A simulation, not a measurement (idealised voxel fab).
Proc. module: voxel wiring stack
The cross-section shown here is cut; it is 200 nm wide and divided into square cells measuring 5 nm on a side.
How to read a cross-section here: the picture is a grid of square cells, written as bands going from the top down, and any band can span one or more rows of cells.
In this notation a band is specified by the heights of its top and bottom, in that order and in nm, after which its materials appear from left to right, each paired with its width in nm. The word "everywhere" attached to a single material means that material fills the band from edge to edge; the word "blank" stands for empty space.
Note: height 0 marks the level under which the wafer is uniformly one material as received. Lowest band unbounded below, written "0..down".
Top row gets the first number, bottom row gets the second, and each row in between changes by the same step: that is how a band width like "30 to 40" works.
"remained the same" (step): cross-section cells unchanged, all of them.
Voids, sealed: empty space of 8 cells or more with no open way to the top, each as width x height at its distance from the left edge, in nm
Read whatever lies past the settings on a step's line as the simulator's own remark about the step.
"overlay nm" on a masked step: distance the mask lay right of its planned place, negative for left.
Plan:
1) op RECEIVE | material Si
2) op CONFORMAL_DEP | material SiO2 | thk nm 15
3) op CONFORMAL_DEP | material SiN | thk nm 5
4) op DIRECTIONAL_DEP | material lowk | thk nm 25
5) op DIRECTIONAL_DEP | material aC | thk nm 10
6) op PATTERN | tone open | mask id METAL_1 | material resist | width nm 25 | pitch nm 45 | thk nm 30 | overlay nm 0
7) op DIRECTIONAL_ETCH | etch materials aC | depth nm 10
8) op STRIP | etch materials resist
9) op DIRECTIONAL_ETCH | etch materials lowk | depth nm 25
10) op DIRECTIONAL_ETCH | etch materials SiN | depth nm 5
11) op STRIP | etch materials aC
12) op CONFORMAL_DEP | material TiN | thk nm 5
13) op FILL_DEP | material Ru | thk nm 5
14) op CMP | height nm 45
15) op CONFORMAL_DEP | material SiCN | thk nm 5
16) op DIRECTIONAL_DEP | material SiO2 | thk nm 15
17) op MASKED_ETCH | tone open | mask id PLUG_1 | width nm 15 | pitch nm 45 | etch materials SiO2 | depth nm 15 | overlay nm 0
18) op MASKED_ETCH | tone open | mask id PLUG_1 | width nm 15 | pitch nm 45 | etch materials SiCN | depth nm 5 | overlay nm 0
19) op EPI | material Ru | thk nm 10
20) op EPI | material Ru | thk nm 10
21) op CONFORMAL_DEP | material SiN | thk nm 5
22) op DIRECTIONAL_DEP | material lowk | thk nm 20
23) op MASKED_ETCH | tone open | mask id METAL_2 | width nm 25 | pitch nm 45 | etch materials lowk | depth nm 20 | overlay nm 0
24) op MASKED_ETCH | tone open | mask id METAL_2 | width nm 25 | pitch nm 45 | etch materials SiN | depth nm 5 | overlay nm 0
25) op CONFORMAL_DEP | material TiN | thk nm 5
26) op FILL_DEP | material Ru | thk nm 10
27) op CMP | height nm 90
28) op CONFORMAL_DEP | material SiCN | thk nm 5
29) op DIRECTIONAL_DEP | material SiO2 | thk nm 10
30) op MASKED_ETCH | tone open | mask id PLUG_2 | width nm 15 | etch materials SiO2 | depth nm 10 | overlay nm 0
31) op MASKED_ETCH | tone open | mask id PLUG_2 | width nm 15 | etch materials SiCN | depth nm 5 | overlay nm 0
32) op EPI | material Ru | thk nm 10
33) op EPI | material Ru | thk nm 5
34) op CONFORMAL_DEP | material SiN | thk nm 5
35) op DIRECTIONAL_DEP | material lowk | thk nm 20
36) op DIRECTIONAL_DEP | material aC | thk nm 15
37) op PATTERN | tone open | mask id METAL_3 | material resist | width nm 25 | pitch nm 45 | thk nm 30 | overlay nm 0
38) op DIRECTIONAL_ETCH | etch materials aC | depth nm 15
39) op STRIP | etch materials resist
40) op DIRECTIONAL_ETCH | etch materials lowk | depth nm 20
41) op DIRECTIONAL_ETCH | etch materials SiN | depth nm 5
42) op STRIP | etch materials aC
43) op CONFORMAL_DEP | material TiN | thk nm 5
44) op FILL_DEP | material Ru | thk nm 5
45) op CMP | height nm 130
46) op CONFORMAL_DEP | material SiCN | thk nm 5
Wafer cross-section on receipt, i.e. after step 1:
    0..down: Si everywhere
    Voids, sealed: none
One mistake in running the module, otherwise start and plan as above: cross-section at the end:
    135..130: SiCN everywhere
    130..110: lowk (65), TiN (5), Ru (15), TiN (5), lowk (20), TiN (5), Ru (15), TiN (5), lowk (65)
    110..105: SiN (65), TiN (25), SiN (20), TiN (25), SiN (65)
    105..95: SiO2 (65), Ru (15), SiO2 (120)
    95..90: SiCN (65), Ru (15), SiCN (120)
    90..70: lowk (65), TiN (5), Ru (15), TiN (5), lowk (20), TiN (5), Ru (15), TiN (5), lowk (65)
    70..65: SiN (65), TiN (25), SiN (20), TiN (25), SiN (65)
    65..50: SiO2 (65), Ru (15), SiO2 (30), Ru (15), SiO2 (75)
    50..45: SiCN (65), Ru (15), SiCN (30), Ru (15), SiCN (75)
    45..20: lowk (60), TiN (5), Ru (15), TiN (5), lowk (20), TiN (5), Ru (15), TiN (5), lowk (70)
    20..15: SiN (60), TiN (25), SiN (20), TiN (25), SiN (70)
    15..0: SiO2 everywhere
    0..down: Si everywhere
    Voids, sealed: none
Deviation from plan: not per plan at step 6, really ran op PATTERN | tone open | mask id METAL_1 | material resist | width nm 25 | pitch nm 45 | thk nm 30 | overlay nm -5
